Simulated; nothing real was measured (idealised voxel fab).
The following is a process module called voxel wiring stack.
The width of the displayed cross-section, cut, is 210 nm; its cells are square, with a size of 5 nm.
For the purposes of this document, a cross-section shall be understood as a grid of square cells, specified as bands listed in top-to-bottom order, each band consisting of one or more rows of cells. Read a band's entry like this: the first values are the height of its top and the height of its bottom in nm, and what follows is the sequence of materials from left to right, each with its width in nm. Note that "air" is empty space, and that a single material marked "everywhere" reaches across the band from edge to edge. Convention: height 0 is the level below which the wafer, as received, is all one material. The lowest band does not terminate at the bottom but continues downward, represented as "from 0 down". The expression "30..40" gives the width at the extremes of the band, the first number at its top row of cells and the second at its bottom row, with the width changing by equal amounts from each row to the next in between. "changes: none" (step): cross-section cells unchanged, all of them. Empty spaces without an open route to the top, at least 8 cells in extent, make up the entry "Unvented internal voids"; each is given as width x height at distance, where the distance is measured from the left edge, and all are in nm. Read whatever lies past the settings on a step's line as the simulator's own remark about the step. For masked steps, "overlay nm" on the step line gives how far right of plan the mask actually lay; a minus sign means it lay to the left.
THE FOLLOWING LIST GIVES THE PLANNED PROCESS STEPS
1) op RECEIVE | material Si
2) op CONFORMAL_DEP | material SiO2 | thk nm 15
3) op DIRECTIONAL_DEP | material TiN | thk nm 5
4) op DIRECTIONAL_DEP | material Ru | thk nm 20
5) op MASKED_ETCH | tone cover | mask id METAL_1 | width nm 30 | pitch nm 60 | etch materials Ru | depth nm 20 | overlay nm 0
6) op MASKED_ETCH | tone cover | mask id METAL_1 | width nm 30 | pitch nm 60 | etch materials TiN | depth nm 5 | overlay nm 0
7) op CONFORMAL_DEP | material SiCN | thk nm 5
8) op FILL_DEP | material SiO2 | thk nm 5
9) op CMP | height nm 40
10) op CONFORMAL_DEP | material SiCN | thk nm 5
11) op DIRECTIONAL_DEP | material SiO2 | thk nm 10
12) op MASKED_ETCH | tone open | mask id PLUG_1 | width nm 15 | etch materials SiO2 | depth nm 10 | overlay nm 0
13) op MASKED_ETCH | tone open | mask id PLUG_1 | width nm 15 | etch materials SiCN | depth nm 5 | overlay nm 0
14) op EPI | material Ru | thk nm 10
15) op EPI | material Ru | thk nm 5
16) op CONFORMAL_DEP | material SiN | thk nm 5
17) op DIRECTIONAL_DEP | material lowk | thk nm 20
18) op MASKED_ETCH | tone open | mask id METAL_2 | width nm 30 | pitch nm 60 | etch materials lowk | depth nm 20 | overlay nm 0
19) op MASKED_ETCH | tone open | mask id METAL_2 | width nm 30 | pitch nm 60 | etch materials SiN | depth nm 5 | overlay nm 0
20) op CONFORMAL_DEP | material TiN | thk nm 5
21) op FILL_DEP | material Cu | thk nm 10
22) op CMP | height nm 80
23) op EPI | material Ru | thk nm 5
24) op FILL_DEP | material SiCN | thk nm 5
FIRST OF TWO WAFERS: RUN AS PLANNED
RECEIVED-STATE CROSS-SECTION, REFLECTING COMPLETION OF STEP 1
  from 0 down: Si everywhere
  Unvented internal voids: none
WAFER SECTION VIEW AFTER PROCESSING STEP 2
  from 15 to 0: SiO2 everywhere
  No changes below 0.
WAFER SECTION VIEW AFTER PROCESSING STEP 3
  from 20 to 15: TiN everywhere
  No changes below 15.
WAFER SECTION VIEW AFTER PROCESSING STEP 4
  from 40 to 20: Ru everywhere
  No changes below 20.
WAFER SECTION VIEW AFTER PROCESSING STEP 5
  from 40 to 20: air 60, Ru 30, air 30, Ru 30, air 60
  No changes below 20.
WAFER SECTION VIEW AFTER PROCESSING STEP 6
  from 40 to 20: air 60, Ru 30, air 30, Ru 30, air 60
  from 20 to 15: air 60, TiN 30, air 30, TiN 30, air 60
  No changes below 15.
WAFER SECTION VIEW AFTER PROCESSING STEP 7
  from 45 to 40: air 55, SiCN 40, air 20, SiCN 40, air 55
  from 40 to 20: air 55, SiCN 5, Ru 30, SiCN 5, air 20, SiCN 5, Ru 30, SiCN 5, air 55
  from 20 to 15: SiCN 60, TiN 30, SiCN 30, TiN 30, SiCN 60
  No changes below 15.
WAFER SECTION VIEW AFTER PROCESSING STEP 8
  from 50 to 45: SiO2 everywhere
  from 45 to 40: SiO2 55, SiCN 40, SiO2 20, SiCN 40, SiO2 55
  from 40 to 20: SiO2 55, SiCN 5, Ru 30, SiCN 5, SiO2 20, SiCN 5, Ru 30, SiCN 5, SiO2 55
  No changes below 20.
WAFER SECTION VIEW AFTER PROCESSING STEP 9
  from 40 to 20: SiO2 55, SiCN 5, Ru 30, SiCN 5, SiO2 20, SiCN 5, Ru 30, SiCN 5, SiO2 55
  No changes below 20.
WAFER SECTION VIEW AFTER PROCESSING STEP 10
  from 45 to 40: SiCN everywhere
  No changes below 40.
WAFER SECTION VIEW AFTER PROCESSING STEP 11
  from 55 to 45: SiO2 everywhere
  No changes below 45.
WAFER SECTION VIEW AFTER PROCESSING STEP 12
  from 55 to 45: SiO2 60, air 15, SiO2 135
  No changes below 45.
WAFER SECTION VIEW AFTER PROCESSING STEP 13
  from 55 to 45: SiO2 60, air 15, SiO2 135
  from 45 to 40: SiCN 60, air 15, SiCN 135
  No changes below 40.
WAFER SECTION VIEW AFTER PROCESSING STEP 14
  from 55 to 50: SiO2 60, air 15, SiO2 135
  from 50 to 45: SiO2 60, Ru 15, SiO2 135
  from 45 to 40: SiCN 60, Ru 15, SiCN 135
  No changes below 40.
WAFER SECTION VIEW AFTER PROCESSING STEP 15
  from 55 to 45: SiO2 60, Ru 15, SiO2 135
  No changes below 45.
WAFER SECTION VIEW AFTER PROCESSING STEP 16
  from 60 to 55: SiN everywhere
  No changes below 55.
WAFER SECTION VIEW AFTER PROCESSING STEP 17
  from 80 to 60: lowk everywhere
  No changes below 60.
WAFER SECTION VIEW AFTER PROCESSING STEP 18
  from 80 to 60: lowk 60, air 30, lowk 30, air 30, lowk 60
  No changes below 60.
WAFER SECTION VIEW AFTER PROCESSING STEP 19
  from 80 to 60: lowk 60, air 30, lowk 30, air 30, lowk 60
  from 60 to 55: SiN 60, air 30, SiN 30, air 30, SiN 60
  No changes below 55.
WAFER SECTION VIEW AFTER PROCESSING STEP 20
  from 85 to 80: TiN 65, air 20, TiN 40, air 20, TiN 65
  from 80 to 60: lowk 60, TiN 5, air 20, TiN 5, lowk 30, TiN 5, air 20, TiN 5, lowk 60
  from 60 to 55: SiN 60, TiN 30, SiN 30, TiN 30, SiN 60
  No changes below 55.
WAFER SECTION VIEW AFTER PROCESSING STEP 21
  from 95 to 85: Cu everywhere
  from 85 to 80: TiN 65, Cu 20, TiN 40, Cu 20, TiN 65
  from 80 to 60: lowk 60, TiN 5, Cu 20, TiN 5, lowk 30, TiN 5, Cu 20, TiN 5, lowk 60
  No changes below 60.
WAFER SECTION VIEW AFTER PROCESSING STEP 22
  from 80 to 60: lowk 60, TiN 5, Cu 20, TiN 5, lowk 30, TiN 5, Cu 20, TiN 5, lowk 60
  No changes below 60.
WAFER SECTION VIEW AFTER PROCESSING STEP 23
  from 85 to 80: air 55, Ru 40, air 20, Ru 40, air 55
  No changes below 80.
WAFER SECTION VIEW AFTER PROCESSING STEP 24
  from 90 to 85: SiCN everywhere
  from 85 to 80: SiCN 55, Ru 40, SiCN 20, Ru 40, SiCN 55
  No changes below 80.
FOR THE SECOND WAFER, TAKE THE FIRST WAFER'S START AND PLAN, THEN ADD ONE MISTAKE MADE IN RUNNING IT; EVERYTHING THROUGH STEP 13, THAT STEP INCLUDED, IS SHARED WITH THE FIRST
AT THE PLANNED END OF STEP 14, THE SECOND WAFER IN CROSS-SECTION
  from 60 to 55: air 55, Ru 25, air 130
  from 55 to 45: SiO2 60, Ru 15, SiO2 135
  from 45 to 40: SiCN 60, Ru 15, SiCN 135
  No changes below 40.
AT THE PLANNED END OF STEP 15, THE SECOND WAFER IN CROSS-SECTION
  from 65 to 55: air 50, Ru 35, air 125
  No changes below 55.
AT THE PLANNED END OF STEP 16, THE SECOND WAFER IN CROSS-SECTION
  from 70 to 65: air 45, SiN 45, air 120
  from 65 to 60: air 45, SiN 5, Ru 35, SiN 5, air 120
  from 60 to 55: SiN 50, Ru 35, SiN 125
  No changes below 55.
AT THE PLANNED END OF STEP 17, THE SECOND WAFER IN CROSS-SECTION
  from 90 to 80: air 45, lowk 45, air 120
  from 80 to 70: lowk everywhere
  from 70 to 65: lowk 45, SiN 45, lowk 120
  from 65 to 60: lowk 45, SiN 5, Ru 35, SiN 5, lowk 120
  No changes below 60.
AT THE PLANNED END OF STEP 18, THE SECOND WAFER IN CROSS-SECTION
  from 90 to 80: air 45, lowk 15, air 150
  from 80 to 70: lowk 60, air 30, lowk 30, air 30, lowk 60
  from 70 to 65: lowk 45, SiN 45, lowk 30, air 30, lowk 60
  from 65 to 60: lowk 45, SiN 5, Ru 35, SiN 5, lowk 30, air 30, lowk 60
  No changes below 60.
AT THE PLANNED END OF STEP 19, THE SECOND WAFER IN CROSS-SECTION
  from 90 to 80: air 45, lowk 15, air 150
  from 80 to 70: lowk 60, air 30, lowk 30, air 30, lowk 60
  from 70 to 65: lowk 45, SiN 15, air 30, lowk 30, air 30, lowk 60
  from 65 to 60: lowk 45, SiN 5, Ru 35, SiN 5, lowk 30, air 30, lowk 60
  from 60 to 55: SiN 50, Ru 35, SiN 35, air 30, SiN 60
  No changes below 55.
AT THE PLANNED END OF STEP 20, THE SECOND WAFER IN CROSS-SECTION
  from 95 to 90: air 40, TiN 25, air 145
  from 90 to 85: air 40, TiN 5, lowk 15, TiN 5, air 145
  from 85 to 80: TiN 45, lowk 15, TiN 5, air 20, TiN 40, air 20, TiN 65
  from 80 to 70: lowk 60, TiN 5, air 20, TiN 5, lowk 30, TiN 5, air 20, TiN 5, lowk 60
  from 70 to 65: lowk 45, SiN 15, TiN 30, lowk 30, TiN 5, air 20, TiN 5, lowk 60
  from 65 to 60: lowk 45, SiN 5, Ru 35, SiN 5, lowk 30, TiN 5, air 20, TiN 5, lowk 60
  from 60 to 55: SiN 50, Ru 35, SiN 35, TiN 30, SiN 60
  No changes below 55.
AT THE PLANNED END OF STEP 21, THE SECOND WAFER IN CROSS-SECTION
  from 105 to 95: Cu everywhere
  from 95 to 90: Cu 40, TiN 25, Cu 145
  from 90 to 85: Cu 40, TiN 5, lowk 15, TiN 5, Cu 145
  from 85 to 80: TiN 45, lowk 15, TiN 5, Cu 20, TiN 40, Cu 20, TiN 65
  from 80 to 70: lowk 60, TiN 5, Cu 20, TiN 5, lowk 30, TiN 5, Cu 20, TiN 5, lowk 60
  from 70 to 65: lowk 45, SiN 15, TiN 30, lowk 30, TiN 5, Cu 20, TiN 5, lowk 60
  from 65 to 60: lowk 45, SiN 5, Ru 35, SiN 5, lowk 30, TiN 5, Cu 20, TiN 5, lowk 60
  No changes below 60.
AT THE PLANNED END OF STEP 22, THE SECOND WAFER IN CROSS-SECTION
  from 80 to 70: lowk 60, TiN 5, Cu 20, TiN 5, lowk 30, TiN 5, Cu 20, TiN 5, lowk 60
  No changes below 70.
AT THE PLANNED END OF STEP 23, THE SECOND WAFER IN CROSS-SECTION
  from 85 to 80: air 55, Ru 40, air 20, Ru 40, air 55
  No changes below 80.
AT THE PLANNED END OF STEP 24, THE SECOND WAFER IN CROSS-SECTION
  from 90 to 85: SiCN everywhere
  from 85 to 80: SiCN 55, Ru 40, SiCN 20, Ru 40, SiCN 55
  No changes below 80.
Processing error: step 14 of the plan was twice carried out
Once processing is complete, comparing cell counts shows that the second wafer has more or fewer of certain materials than the first: Cu: 8 fewer | Ru: 14 more | SiN: 4 more | TiN: 4 fewer | lowk: 6 fewer
